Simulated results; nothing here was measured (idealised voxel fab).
process module | voxel transistor to metal
cross-section cut | 200 nm wide | cells 5 nm
A cross-section is a grid of square cells, given in bands from the top down. A band is one or more rows of cells.
Each band's line starts with the height of the band's top and of its bottom, in nm. Then come its materials from left to right, each with its width in nm. One material with "throughout" fills the band from edge to edge. "air" is empty space.
Height 0 is the level under which the wafer as received is all one material. The lowest band goes on downwards, as in "0 down".
A width such as "30 to 40" changes by the same amount from each row of cells to the next, from the band's top row to its bottom row.
"no change" after a step means that no cell of the cross-section changed.
closed voids: empty space of 8 cells or more with no open way to the top, each as width x height at its distance from the left edge, in nm
after a step's settings: what the simulator itself notes on the step
overlay nm, on a step with a mask: how far to the right of its planned place the mask lay; to the left if negative
plan
1 op RECEIVE | material Si
2 op CONFORMAL_DEP | material SiO2 | thk nm 5
3 op CONFORMAL_DEP | material SiN | thk nm 15
4 op DIRECTIONAL_DEP | material aC | thk nm 15
5 op PATTERN | tone cover | mask id ACTIVE | material resist | width nm 125 | thk nm 35 | overlay nm 0
6 op DIRECTIONAL_ETCH | etch materials aC | depth nm 15
7 op STRIP | etch materials resist
8 op DIRECTIONAL_ETCH | etch materials SiN | depth nm 15
9 op DIRECTIONAL_ETCH | etch materials SiO2 | depth nm 5
10 op DIRECTIONAL_ETCH | etch materials Si | depth nm 25
11 op STRIP | etch materials aC
12 op OXIDIZE | depth nm 5
13 op FILL_DEP | material SiO2 | thk nm 5
14 op CMP | height nm 20
15 op SELECTIVE_ETCH | etch materials SiO2 | depth nm 5
16 op STRIP | etch materials SiN
17 op SELECTIVE_ETCH | etch materials SiO2 | depth nm 5
18 op OXIDIZE | depth nm 5
19 op DIRECTIONAL_DEP | material polySi | thk nm 30
20 op DIRECTIONAL_DEP | material SiCN | thk nm 15
21 op PATTERN | tone cover | mask id GATE | material resist | width nm 25 | thk nm 15 | overlay nm 0
22 op DIRECTIONAL_ETCH | etch materials SiCN | depth nm 25
23 op DIRECTIONAL_ETCH | etch materials polySi | depth nm 40
24 op STRIP | etch materials resist
25 op CONFORMAL_DEP | material SiO2 | thk nm 5
26 op DIRECTIONAL_ETCH | etch materials SiO2 | depth nm 5
27 op CONFORMAL_DEP | material SiN | thk nm 5
28 op DIRECTIONAL_ETCH | etch materials SiN | depth nm 5
29 op DIRECTIONAL_ETCH | etch materials SiO2 | depth nm 5
30 op DIRECTIONAL_ETCH | etch materials Si | depth nm 15
31 op EPI | material SiGe | thk nm 20
32 op FILL_DEP | material SiO2 | thk nm 10
33 op CMP | height nm 45
34 op DIRECTIONAL_DEP | material SiO2 | thk nm 15
35 op MASKED_ETCH | tone open | mask id CONTACT | width nm 20 | pitch nm 85 | etch materials SiO2 | depth nm 60 | overlay nm 0
36 op CONFORMAL_DEP | material TiN | thk nm 5
37 op FILL_DEP | material Ru | thk nm 10
38 op CMP | height nm 60
39 op CONFORMAL_DEP | material SiCN | thk nm 5
40 op DIRECTIONAL_DEP | material SiO2 | thk nm 25
41 op DIRECTIONAL_DEP | material aC | thk nm 15
42 op PATTERN | tone open | mask id METAL_1 | material resist | width nm 20 | pitch nm 85 | thk nm 30 | overlay nm 0
43 op DIRECTIONAL_ETCH | etch materials aC | depth nm 15
44 op STRIP | etch materials resist
45 op DIRECTIONAL_ETCH | etch materials SiO2 | depth nm 25
46 op DIRECTIONAL_ETCH | etch materials SiCN | depth nm 5
47 op STRIP | etch materials aC
48 op CONFORMAL_DEP | material TiN | thk nm 5
49 op FILL_DEP | material Ru | thk nm 10
50 op CMP | height nm 90
51 op CONFORMAL_DEP | material SiCN | thk nm 5
first wafer, as planned
as received, after step 1
  0 down: Si throughout
  closed voids: none
after step 2
  5 to 0: SiO2 throughout
  below 0: unchanged
after step 3
  20 to 5: SiN throughout
  below 5: unchanged
after step 4
  35 to 20: aC throughout
  below 20: unchanged
after step 5
  70 to 35: air 35 | resist 125 | air 40
  below 35: unchanged
after step 6
  55 to 35: air 35 | resist 125 | air 40
  35 to 20: air 35 | aC 125 | air 40
  below 20: unchanged
after step 7
  35 to 20: air 35 | aC 125 | air 40
  below 20: unchanged
after step 8
  35 to 20: air 35 | aC 125 | air 40
  20 to 5: air 35 | SiN 125 | air 40
  below 5: unchanged
after step 9
  35 to 20: air 35 | aC 125 | air 40
  20 to 5: air 35 | SiN 125 | air 40
  5 to 0: air 35 | SiO2 125 | air 40
  below 0: unchanged
after step 10
  35 to 20: air 35 | aC 125 | air 40
  20 to 5: air 35 | SiN 125 | air 40
  5 to 0: air 35 | SiO2 125 | air 40
  0 to -25: air 35 | Si 125 | air 40
  below -25: unchanged
after step 11
  20 to 5: air 35 | SiN 125 | air 40
  below 5: unchanged
after step 12
  20 to 5: air 35 | SiN 125 | air 40
  5 to 0: air 35 | SiO2 125 | air 40
  0 to -25: air 35 | SiO2 5 | Si 115 | SiO2 5 | air 40
  -25 to -30: SiO2 40 | Si 115 | SiO2 45
  below -30: unchanged
after step 13
  25 to 20: SiO2 throughout
  20 to 5: SiO2 35 | SiN 125 | SiO2 40
  5 to 0: SiO2 throughout
  0 to -30: SiO2 40 | Si 115 | SiO2 45
  below -30: unchanged
after step 14
  20 to 5: SiO2 35 | SiN 125 | SiO2 40
  below 5: unchanged
after step 15
  20 to 15: air 35 | SiN 125 | air 40
  below 15: unchanged
after step 16
  15 to 5: SiO2 35 | air 125 | SiO2 40
  below 5: unchanged
after step 17
  10 to 0: SiO2 30 | air 135 | SiO2 35
  below 0: unchanged
after step 18
  10 to 0: SiO2 30 | air 135 | SiO2 35
  0 to -5: SiO2 throughout
  below -5: unchanged
after step 19
  40 to 30: polySi 30 | air 135 | polySi 35
  30 to 10: polySi throughout
  10 to 0: SiO2 30 | polySi 135 | SiO2 35
  below 0: unchanged
after step 20
  55 to 45: SiCN 30 | air 135 | SiCN 35
  45 to 40: SiCN throughout
  40 to 30: polySi 30 | SiCN 135 | polySi 35
  below 30: unchanged
after step 21
  70 to 55: air 85 | resist 25 | air 90
  55 to 45: SiCN 30 | air 55 | resist 25 | air 55 | SiCN 35
  below 45: unchanged
after step 22
  70 to 45: air 85 | resist 25 | air 90
  45 to 40: air 85 | SiCN 25 | air 90
  40 to 30: polySi 30 | air 55 | SiCN 25 | air 55 | polySi 35
  below 30: unchanged
after step 23
  70 to 45: air 85 | resist 25 | air 90
  45 to 30: air 85 | SiCN 25 | air 90
  30 to 10: air 85 | polySi 25 | air 90
  10 to 0: SiO2 30 | air 55 | polySi 25 | air 55 | SiO2 35
  below 0: unchanged
after step 24
  45 to 30: air 85 | SiCN 25 | air 90
  below 30: unchanged
after step 25
  50 to 45: air 80 | SiO2 35 | air 85
  45 to 30: air 80 | SiO2 5 | SiCN 25 | SiO2 5 | air 85
  30 to 15: air 80 | SiO2 5 | polySi 25 | SiO2 5 | air 85
  15 to 5: SiO2 35 | air 45 | SiO2 5 | polySi 25 | SiO2 5 | air 45 | SiO2 40
  5 to 0: SiO2 85 | polySi 25 | SiO2 90
  below 0: unchanged
after step 26
  45 to 30: air 80 | SiO2 5 | SiCN 25 | SiO2 5 | air 85
  30 to 10: air 80 | SiO2 5 | polySi 25 | SiO2 5 | air 85
  10 to 0: SiO2 35 | air 45 | SiO2 5 | polySi 25 | SiO2 5 | air 45 | SiO2 40
  below 0: unchanged
after step 27
  50 to 45: air 75 | SiN 45 | air 80
  45 to 30: air 75 | SiN 5 | SiO2 5 | SiCN 25 | SiO2 5 | SiN 5 | air 80
  30 to 15: air 75 | SiN 5 | SiO2 5 | polySi 25 | SiO2 5 | SiN 5 | air 80
  15 to 10: SiN 40 | air 35 | SiN 5 | SiO2 5 | polySi 25 | SiO2 5 | SiN 5 | air 35 | SiN 45
  10 to 5: SiO2 35 | SiN 5 | air 35 | SiN 5 | SiO2 5 | polySi 25 | SiO2 5 | SiN 5 | air 35 | SiN 5 | SiO2 40
  5 to 0: SiO2 35 | SiN 45 | SiO2 5 | polySi 25 | SiO2 5 | SiN 45 | SiO2 40
  below 0: unchanged
after step 28
  45 to 30: air 75 | SiN 5 | SiO2 5 | SiCN 25 | SiO2 5 | SiN 5 | air 80
  30 to 10: air 75 | SiN 5 | SiO2 5 | polySi 25 | SiO2 5 | SiN 5 | air 80
  10 to 0: SiO2 35 | SiN 5 | air 35 | SiN 5 | SiO2 5 | polySi 25 | SiO2 5 | SiN 5 | air 35 | SiN 5 | SiO2 40
  below 0: unchanged
after step 29
  45 to 40: air 75 | SiN 5 | air 5 | SiCN 25 | air 5 | SiN 5 | air 80
  40 to 30: air 75 | SiN 5 | SiO2 5 | SiCN 25 | SiO2 5 | SiN 5 | air 80
  30 to 10: air 75 | SiN 5 | SiO2 5 | polySi 25 | SiO2 5 | SiN 5 | air 80
  10 to 5: air 35 | SiN 5 | air 35 | SiN 5 | SiO2 5 | polySi 25 | SiO2 5 | SiN 5 | air 35 | SiN 5 | air 40
  5 to 0: SiO2 35 | SiN 5 | air 35 | SiN 5 | SiO2 5 | polySi 25 | SiO2 5 | SiN 5 | air 35 | SiN 5 | SiO2 40
  0 to -5: SiO2 40 | air 35 | SiO2 45 | air 35 | SiO2 45
  below -5: unchanged
after step 30
  45 to 40: air 75 | SiN 5 | air 5 | SiCN 25 | air 5 | SiN 5 | air 80
  40 to 30: air 75 | SiN 5 | SiO2 5 | SiCN 25 | SiO2 5 | SiN 5 | air 80
  30 to 10: air 75 | SiN 5 | SiO2 5 | polySi 25 | SiO2 5 | SiN 5 | air 80
  10 to 5: air 35 | SiN 5 | air 35 | SiN 5 | SiO2 5 | polySi 25 | SiO2 5 | SiN 5 | air 35 | SiN 5 | air 40
  5 to 0: SiO2 35 | SiN 5 | air 35 | SiN 5 | SiO2 5 | polySi 25 | SiO2 5 | SiN 5 | air 35 | SiN 5 | SiO2 40
  0 to -5: SiO2 40 | air 35 | SiO2 45 | air 35 | SiO2 45
  -5 to -20: SiO2 40 | air 35 | Si 45 | air 35 | SiO2 45
  below -20: unchanged
after step 31
  45 to 40: air 75 | SiN 5 | air 5 | SiCN 25 | air 5 | SiN 5 | air 80
  40 to 30: air 75 | SiN 5 | SiO2 5 | SiCN 25 | SiO2 5 | SiN 5 | air 80
  30 to 15: air 75 | SiN 5 | SiO2 5 | polySi 25 | SiO2 5 | SiN 5 | air 80
  15 to 10: air 55 | SiGe 20 | SiN 5 | SiO2 5 | polySi 25 | SiO2 5 | SiN 5 | SiGe 20 | air 60
  10 to 5: air 35 | SiN 5 | air 15 | SiGe 20 | SiN 5 | SiO2 5 | polySi 25 | SiO2 5 | SiN 5 | SiGe 20 | air 15 | SiN 5 | air 40
  5 to 0: SiO2 35 | SiN 5 | air 15 | SiGe 20 | SiN 5 | SiO2 5 | polySi 25 | SiO2 5 | SiN 5 | SiGe 20 | air 15 | SiN 5 | SiO2 40
  0 to -5: SiO2 40 | SiGe 35 | SiO2 45 | SiGe 35 | SiO2 45
  -5 to -20: SiO2 40 | SiGe 35 | Si 45 | SiGe 35 | SiO2 45
  below -20: unchanged
after step 32
  55 to 45: SiO2 throughout
  45 to 30: SiO2 75 | SiN 5 | SiO2 5 | SiCN 25 | SiO2 5 | SiN 5 | SiO2 80
  30 to 15: SiO2 75 | SiN 5 | SiO2 5 | polySi 25 | SiO2 5 | SiN 5 | SiO2 80
  15 to 10: SiO2 55 | SiGe 20 | SiN 5 | SiO2 5 | polySi 25 | SiO2 5 | SiN 5 | SiGe 20 | SiO2 60
  10 to 0: SiO2 35 | SiN 5 | SiO2 15 | SiGe 20 | SiN 5 | SiO2 5 | polySi 25 | SiO2 5 | SiN 5 | SiGe 20 | SiO2 15 | SiN 5 | SiO2 40
  below 0: unchanged
after step 33
  45 to 30: SiO2 75 | SiN 5 | SiO2 5 | SiCN 25 | SiO2 5 | SiN 5 | SiO2 80
  below 30: unchanged
after step 34
  60 to 45: SiO2 throughout
  below 45: unchanged
after step 35
  60 to 45: SiO2 45 | air 20 | SiO2 65 | air 20 | SiO2 50
  45 to 30: SiO2 45 | air 20 | SiO2 10 | SiN 5 | SiO2 5 | SiCN 25 | SiO2 5 | SiN 5 | SiO2 10 | air 20 | SiO2 50
  30 to 15: SiO2 45 | air 20 | SiO2 10 | SiN 5 | SiO2 5 | polySi 25 | SiO2 5 | SiN 5 | SiO2 10 | air 20 | SiO2 50
  15 to 10: SiO2 45 | air 10 | SiGe 20 | SiN 5 | SiO2 5 | polySi 25 | SiO2 5 | SiN 5 | SiGe 20 | air 10 | SiO2 50
  10 to 0: SiO2 35 | SiN 5 | SiO2 5 | air 10 | SiGe 20 | SiN 5 | SiO2 5 | polySi 25 | SiO2 5 | SiN 5 | SiGe 20 | air 10 | SiO2 5 | SiN 5 | SiO2 40
  below 0: unchanged
after step 36
  65 to 60: TiN 50 | air 10 | TiN 75 | air 10 | TiN 55
  60 to 45: SiO2 45 | TiN 5 | air 10 | TiN 5 | SiO2 65 | TiN 5 | air 10 | TiN 5 | SiO2 50
  45 to 30: SiO2 45 | TiN 5 | air 10 | TiN 5 | SiO2 10 | SiN 5 | SiO2 5 | SiCN 25 | SiO2 5 | SiN 5 | SiO2 10 | TiN 5 | air 10 | TiN 5 | SiO2 50
  30 to 20: SiO2 45 | TiN 5 | air 10 | TiN 5 | SiO2 10 | SiN 5 | SiO2 5 | polySi 25 | SiO2 5 | SiN 5 | SiO2 10 | TiN 5 | air 10 | TiN 5 | SiO2 50
  20 to 15: SiO2 45 | TiN 20 | SiO2 10 | SiN 5 | SiO2 5 | polySi 25 | SiO2 5 | SiN 5 | SiO2 10 | TiN 20 | SiO2 50
  15 to 10: SiO2 45 | TiN 10 | SiGe 20 | SiN 5 | SiO2 5 | polySi 25 | SiO2 5 | SiN 5 | SiGe 20 | TiN 10 | SiO2 50
  10 to 0: SiO2 35 | SiN 5 | SiO2 5 | TiN 10 | SiGe 20 | SiN 5 | SiO2 5 | polySi 25 | SiO2 5 | SiN 5 | SiGe 20 | TiN 10 | SiO2 5 | SiN 5 | SiO2 40
  below 0: unchanged
after step 37
  75 to 65: Ru throughout
  65 to 60: TiN 50 | Ru 10 | TiN 75 | Ru 10 | TiN 55
  60 to 45: SiO2 45 | TiN 5 | Ru 10 | TiN 5 | SiO2 65 | TiN 5 | Ru 10 | TiN 5 | SiO2 50
  45 to 30: SiO2 45 | TiN 5 | Ru 10 | TiN 5 | SiO2 10 | SiN 5 | SiO2 5 | SiCN 25 | SiO2 5 | SiN 5 | SiO2 10 | TiN 5 | Ru 10 | TiN 5 | SiO2 50
  30 to 20: SiO2 45 | TiN 5 | Ru 10 | TiN 5 | SiO2 10 | SiN 5 | SiO2 5 | polySi 25 | SiO2 5 | SiN 5 | SiO2 10 | TiN 5 | Ru 10 | TiN 5 | SiO2 50
  below 20: unchanged
after step 38
  60 to 45: SiO2 45 | TiN 5 | Ru 10 | TiN 5 | SiO2 65 | TiN 5 | Ru 10 | TiN 5 | SiO2 50
  below 45: unchanged
after step 39
  65 to 60: SiCN throughout
  below 60: unchanged
after step 40
  90 to 65: SiO2 throughout
  below 65: unchanged
after step 41
  105 to 90: aC throughout
  below 90: unchanged
after step 42
  135 to 105: resist 45 | air 20 | resist 65 | air 20 | resist 50
  below 105: unchanged
after step 43
  120 to 105: resist 45 | air 20 | resist 65 | air 20 | resist 50
  105 to 90: aC 45 | air 20 | aC 65 | air 20 | aC 50
  below 90: unchanged
after step 44
  105 to 90: aC 45 | air 20 | aC 65 | air 20 | aC 50
  below 90: unchanged
after step 45
  105 to 90: aC 45 | air 20 | aC 65 | air 20 | aC 50
  90 to 65: SiO2 45 | air 20 | SiO2 65 | air 20 | SiO2 50
  below 65: unchanged
after step 46
  105 to 90: aC 45 | air 20 | aC 65 | air 20 | aC 50
  90 to 65: SiO2 45 | air 20 | SiO2 65 | air 20 | SiO2 50
  65 to 60: SiCN 45 | air 20 | SiCN 65 | air 20 | SiCN 50
  below 60: unchanged
after step 47
  90 to 65: SiO2 45 | air 20 | SiO2 65 | air 20 | SiO2 50
  below 65: unchanged
after step 48
  95 to 90: TiN 50 | air 10 | TiN 75 | air 10 | TiN 55
  90 to 65: SiO2 45 | TiN 5 | air 10 | TiN 5 | SiO2 65 | TiN 5 | air 10 | TiN 5 | SiO2 50
  65 to 60: SiCN 45 | TiN 20 | SiCN 65 | TiN 20 | SiCN 50
  below 60: unchanged
after step 49
  105 to 95: Ru throughout
  95 to 90: TiN 50 | Ru 10 | TiN 75 | Ru 10 | TiN 55
  90 to 65: SiO2 45 | TiN 5 | Ru 10 | TiN 5 | SiO2 65 | TiN 5 | Ru 10 | TiN 5 | SiO2 50
  below 65: unchanged
after step 50
  90 to 65: SiO2 45 | TiN 5 | Ru 10 | TiN 5 | SiO2 65 | TiN 5 | Ru 10 | TiN 5 | SiO2 50
  below 65: unchanged
after step 51
  95 to 90: SiCN throughout
  below 90: unchanged
second wafer: like start, like plan, one mistake. Through step 14 it matches the first wafer
when step 15 should have ended
  20 to 5: SiO2 35 | air 125 | SiO2 40
  below 5: unchanged
when step 16 should have ended
  15 to 0: SiO2 30 | air 135 | SiO2 35
  below 0: unchanged
when step 17 should have ended
  10 to 0: SiO2 25 | air 145 | SiO2 30
  0 to -5: SiO2 25 | air 15 | Si 115 | air 15 | SiO2 30
  below -5: unchanged
when step 18 should have ended
  10 to 0: SiO2 25 | air 145 | SiO2 30
  0 to -5: SiO2 25 | air 15 | SiO2 115 | air 15 | SiO2 30
  -5 to -10: SiO2 45 | Si 105 | SiO2 50
  below -10: unchanged
when step 19 should have ended
  40 to 30: polySi 25 | air 145 | polySi 30
  30 to 25: polySi 25 | air 15 | polySi 115 | air 15 | polySi 30
  25 to 10: polySi throughout
  10 to 0: SiO2 25 | polySi 145 | SiO2 30
  0 to -5: SiO2 25 | polySi 15 | SiO2 115 | polySi 15 | SiO2 30
  below -5: unchanged
when step 20 should have ended
  55 to 45: SiCN 25 | air 145 | SiCN 30
  45 to 40: SiCN 25 | air 15 | SiCN 115 | air 15 | SiCN 30
  40 to 30: polySi 25 | SiCN 145 | polySi 30
  30 to 25: polySi 25 | SiCN 15 | polySi 115 | SiCN 15 | polySi 30
  below 25: unchanged
when step 21 should have ended
  70 to 55: air 85 | resist 25 | air 90
  55 to 45: SiCN 25 | air 60 | resist 25 | air 60 | SiCN 30
  below 45: unchanged
when step 22 should have ended
  70 to 45: air 85 | resist 25 | air 90
  45 to 40: air 85 | SiCN 25 | air 90
  40 to 30: polySi 25 | air 60 | SiCN 25 | air 60 | polySi 30
  30 to 25: polySi 25 | air 15 | polySi 115 | air 15 | polySi 30
  below 25: unchanged
when step 23 should have ended
  70 to 45: air 85 | resist 25 | air 90
  45 to 30: air 85 | SiCN 25 | air 90
  30 to 10: air 85 | polySi 25 | air 90
  10 to 0: SiO2 25 | air 60 | polySi 25 | air 60 | SiO2 30
  0 to -5: SiO2 25 | air 15 | SiO2 115 | air 15 | SiO2 30
  below -5: unchanged
when step 24 should have ended
  45 to 30: air 85 | SiCN 25 | air 90
  below 30: unchanged
when step 25 should have ended
  50 to 45: air 80 | SiO2 35 | air 85
  45 to 30: air 80 | SiO2 5 | SiCN 25 | SiO2 5 | air 85
  30 to 15: air 80 | SiO2 5 | polySi 25 | SiO2 5 | air 85
  15 to 5: SiO2 30 | air 50 | SiO2 5 | polySi 25 | SiO2 5 | air 50 | SiO2 35
  5 to 0: SiO2 30 | air 5 | SiO2 50 | polySi 25 | SiO2 50 | air 5 | SiO2 35
  0 to -5: SiO2 throughout
  below -5: unchanged
when step 26 should have ended
  45 to 30: air 80 | SiO2 5 | SiCN 25 | SiO2 5 | air 85
  30 to 10: air 80 | SiO2 5 | polySi 25 | SiO2 5 | air 85
  10 to 0: SiO2 30 | air 50 | SiO2 5 | polySi 25 | SiO2 5 | air 50 | SiO2 35
  0 to -5: SiO2 30 | air 5 | SiO2 125 | air 5 | SiO2 35
  below -5: unchanged
when step 27 should have ended
  50 to 45: air 75 | SiN 45 | air 80
  45 to 30: air 75 | SiN 5 | SiO2 5 | SiCN 25 | SiO2 5 | SiN 5 | air 80
  30 to 15: air 75 | SiN 5 | SiO2 5 | polySi 25 | SiO2 5 | SiN 5 | air 80
  15 to 10: SiN 35 | air 40 | SiN 5 | SiO2 5 | polySi 25 | SiO2 5 | SiN 5 | air 40 | SiN 40
  10 to 5: SiO2 30 | SiN 5 | air 40 | SiN 5 | SiO2 5 | polySi 25 | SiO2 5 | SiN 5 | air 40 | SiN 5 | SiO2 35
  5 to 0: SiO2 30 | SiN 50 | SiO2 5 | polySi 25 | SiO2 5 | SiN 50 | SiO2 35
  0 to -5: SiO2 30 | SiN 5 | SiO2 125 | SiN 5 | SiO2 35
  below -5: unchanged
when step 28 should have ended
  45 to 30: air 75 | SiN 5 | SiO2 5 | SiCN 25 | SiO2 5 | SiN 5 | air 80
  30 to 10: air 75 | SiN 5 | SiO2 5 | polySi 25 | SiO2 5 | SiN 5 | air 80
  10 to 0: SiO2 30 | SiN 5 | air 40 | SiN 5 | SiO2 5 | polySi 25 | SiO2 5 | SiN 5 | air 40 | SiN 5 | SiO2 35
  below 0: unchanged
when step 29 should have ended
  45 to 40: air 75 | SiN 5 | air 5 | SiCN 25 | air 5 | SiN 5 | air 80
  40 to 30: air 75 | SiN 5 | SiO2 5 | SiCN 25 | SiO2 5 | SiN 5 | air 80
  30 to 10: air 75 | SiN 5 | SiO2 5 | polySi 25 | SiO2 5 | SiN 5 | air 80
  10 to 5: air 30 | SiN 5 | air 40 | SiN 5 | SiO2 5 | polySi 25 | SiO2 5 | SiN 5 | air 40 | SiN 5 | air 35
  5 to 0: SiO2 30 | SiN 5 | air 40 | SiN 5 | SiO2 5 | polySi 25 | SiO2 5 | SiN 5 | air 40 | SiN 5 | SiO2 35
  0 to -5: SiO2 30 | SiN 5 | air 40 | SiO2 45 | air 40 | SiN 5 | SiO2 35
  below -5: unchanged
when step 30 should have ended
  45 to 40: air 75 | SiN 5 | air 5 | SiCN 25 | air 5 | SiN 5 | air 80
  40 to 30: air 75 | SiN 5 | SiO2 5 | SiCN 25 | SiO2 5 | SiN 5 | air 80
  30 to 10: air 75 | SiN 5 | SiO2 5 | polySi 25 | SiO2 5 | SiN 5 | air 80
  10 to 5: air 30 | SiN 5 | air 40 | SiN 5 | SiO2 5 | polySi 25 | SiO2 5 | SiN 5 | air 40 | SiN 5 | air 35
  5 to 0: SiO2 30 | SiN 5 | air 40 | SiN 5 | SiO2 5 | polySi 25 | SiO2 5 | SiN 5 | air 40 | SiN 5 | SiO2 35
  0 to -5: SiO2 30 | SiN 5 | air 40 | SiO2 45 | air 40 | SiN 5 | SiO2 35
  -5 to -10: SiO2 45 | air 30 | Si 45 | air 30 | SiO2 50
  -10 to -20: SiO2 40 | Si 5 | air 30 | Si 45 | air 30 | Si 5 | SiO2 45
  below -20: unchanged
when step 31 should have ended
  45 to 40: air 75 | SiN 5 | air 5 | SiCN 25 | air 5 | SiN 5 | air 80
  40 to 30: air 75 | SiN 5 | SiO2 5 | SiCN 25 | SiO2 5 | SiN 5 | air 80
  30 to 15: air 75 | SiN 5 | SiO2 5 | polySi 25 | SiO2 5 | SiN 5 | air 80
  15 to 10: air 55 | SiGe 20 | SiN 5 | SiO2 5 | polySi 25 | SiO2 5 | SiN 5 | SiGe 20 | air 60
  10 to 5: air 30 | SiN 5 | SiGe 40 | SiN 5 | SiO2 5 | polySi 25 | SiO2 5 | SiN 5 | SiGe 40 | SiN 5 | air 35
  5 to 0: SiO2 30 | SiN 5 | SiGe 40 | SiN 5 | SiO2 5 | polySi 25 | SiO2 5 | SiN 5 | SiGe 40 | SiN 5 | SiO2 35
  0 to -5: SiO2 30 | SiN 5 | SiGe 40 | SiO2 45 | SiGe 40 | SiN 5 | SiO2 35
  -5 to -10: SiO2 45 | SiGe 30 | Si 45 | SiGe 30 | SiO2 50
  -10 to -20: SiO2 40 | Si 5 | SiGe 30 | Si 45 | SiGe 30 | Si 5 | SiO2 45
  below -20: unchanged
when step 32 should have ended
  55 to 45: SiO2 throughout
  45 to 30: SiO2 75 | SiN 5 | SiO2 5 | SiCN 25 | SiO2 5 | SiN 5 | SiO2 80
  30 to 15: SiO2 75 | SiN 5 | SiO2 5 | polySi 25 | SiO2 5 | SiN 5 | SiO2 80
  15 to 10: SiO2 55 | SiGe 20 | SiN 5 | SiO2 5 | polySi 25 | SiO2 5 | SiN 5 | SiGe 20 | SiO2 60
  10 to 0: SiO2 30 | SiN 5 | SiGe 40 | SiN 5 | SiO2 5 | polySi 25 | SiO2 5 | SiN 5 | SiGe 40 | SiN 5 | SiO2 35
  below 0: unchanged
when step 33 should have ended
  45 to 30: SiO2 75 | SiN 5 | SiO2 5 | SiCN 25 | SiO2 5 | SiN 5 | SiO2 80
  below 30: unchanged
when step 34 should have ended
  60 to 45: SiO2 throughout
  below 45: unchanged
when step 35 should have ended
  60 to 45: SiO2 45 | air 20 | SiO2 65 | air 20 | SiO2 50
  45 to 30: SiO2 45 | air 20 | SiO2 10 | SiN 5 | SiO2 5 | SiCN 25 | SiO2 5 | SiN 5 | SiO2 10 | air 20 | SiO2 50
  30 to 15: SiO2 45 | air 20 | SiO2 10 | SiN 5 | SiO2 5 | polySi 25 | SiO2 5 | SiN 5 | SiO2 10 | air 20 | SiO2 50
  15 to 10: SiO2 45 | air 10 | SiGe 20 | SiN 5 | SiO2 5 | polySi 25 | SiO2 5 | SiN 5 | SiGe 20 | air 10 | SiO2 50
  below 10: unchanged
when step 36 should have ended
  65 to 60: TiN 50 | air 10 | TiN 75 | air 10 | TiN 55
  60 to 45: SiO2 45 | TiN 5 | air 10 | TiN 5 | SiO2 65 | TiN 5 | air 10 | TiN 5 | SiO2 50
  45 to 30: SiO2 45 | TiN 5 | air 10 | TiN 5 | SiO2 10 | SiN 5 | SiO2 5 | SiCN 25 | SiO2 5 | SiN 5 | SiO2 10 | TiN 5 | air 10 | TiN 5 | SiO2 50
  30 to 20: SiO2 45 | TiN 5 | air 10 | TiN 5 | SiO2 10 | SiN 5 | SiO2 5 | polySi 25 | SiO2 5 | SiN 5 | SiO2 10 | TiN 5 | air 10 | TiN 5 | SiO2 50
  20 to 15: SiO2 45 | TiN 20 | SiO2 10 | SiN 5 | SiO2 5 | polySi 25 | SiO2 5 | SiN 5 | SiO2 10 | TiN 20 | SiO2 50
  15 to 10: SiO2 45 | TiN 10 | SiGe 20 | SiN 5 | SiO2 5 | polySi 25 | SiO2 5 | SiN 5 | SiGe 20 | TiN 10 | SiO2 50
  below 10: unchanged
when step 37 should have ended
  75 to 65: Ru throughout
  65 to 60: TiN 50 | Ru 10 | TiN 75 | Ru 10 | TiN 55
  60 to 45: SiO2 45 | TiN 5 | Ru 10 | TiN 5 | SiO2 65 | TiN 5 | Ru 10 | TiN 5 | SiO2 50
  45 to 30: SiO2 45 | TiN 5 | Ru 10 | TiN 5 | SiO2 10 | SiN 5 | SiO2 5 | SiCN 25 | SiO2 5 | SiN 5 | SiO2 10 | TiN 5 | Ru 10 | TiN 5 | SiO2 50
  30 to 20: SiO2 45 | TiN 5 | Ru 10 | TiN 5 | SiO2 10 | SiN 5 | SiO2 5 | polySi 25 | SiO2 5 | SiN 5 | SiO2 10 | TiN 5 | Ru 10 | TiN 5 | SiO2 50
  below 20: unchanged
when step 38 should have ended
  60 to 45: SiO2 45 | TiN 5 | Ru 10 | TiN 5 | SiO2 65 | TiN 5 | Ru 10 | TiN 5 | SiO2 50
  below 45: unchanged
when step 39 should have ended
  65 to 60: SiCN throughout
  below 60: unchanged
when step 40 should have ended
  90 to 65: SiO2 throughout
  below 65: unchanged
when step 41 should have ended
  105 to 90: aC throughout
  below 90: unchanged
when step 42 should have ended
  135 to 105: resist 45 | air 20 | resist 65 | air 20 | resist 50
  below 105: unchanged
when step 43 should have ended
  120 to 105: resist 45 | air 20 | resist 65 | air 20 | resist 50
  105 to 90: aC 45 | air 20 | aC 65 | air 20 | aC 50
  below 90: unchanged
when step 44 should have ended
  105 to 90: aC 45 | air 20 | aC 65 | air 20 | aC 50
  below 90: unchanged
when step 45 should have ended
  105 to 90: aC 45 | air 20 | aC 65 | air 20 | aC 50
  90 to 65: SiO2 45 | air 20 | SiO2 65 | air 20 | SiO2 50
  below 65: unchanged
when step 46 should have ended
  105 to 90: aC 45 | air 20 | aC 65 | air 20 | aC 50
  90 to 65: SiO2 45 | air 20 | SiO2 65 | air 20 | SiO2 50
  65 to 60: SiCN 45 | air 20 | SiCN 65 | air 20 | SiCN 50
  below 60: unchanged
when step 47 should have ended
  90 to 65: SiO2 45 | air 20 | SiO2 65 | air 20 | SiO2 50
  below 65: unchanged
when step 48 should have ended
  95 to 90: TiN 50 | air 10 | TiN 75 | air 10 | TiN 55
  90 to 65: SiO2 45 | TiN 5 | air 10 | TiN 5 | SiO2 65 | TiN 5 | air 10 | TiN 5 | SiO2 50
  65 to 60: SiCN 45 | TiN 20 | SiCN 65 | TiN 20 | SiCN 50
  below 60: unchanged
when step 49 should have ended
  105 to 95: Ru throughout
  95 to 90: TiN 50 | Ru 10 | TiN 75 | Ru 10 | TiN 55
  90 to 65: SiO2 45 | TiN 5 | Ru 10 | TiN 5 | SiO2 65 | TiN 5 | Ru 10 | TiN 5 | SiO2 50
  below 65: unchanged
when step 50 should have ended
  90 to 65: SiO2 45 | TiN 5 | Ru 10 | TiN 5 | SiO2 65 | TiN 5 | Ru 10 | TiN 5 | SiO2 50
  below 65: unchanged
when step 51 should have ended
  95 to 90: SiCN throughout
  below 90: unchanged
what went wrong: steps 15 and 16 were swapped
at the end the second wafer has, in cells: 4 more of Si | 12 more of SiGe | 2 more of SiN | 10 fewer of SiO2 | 8 fewer of TiN
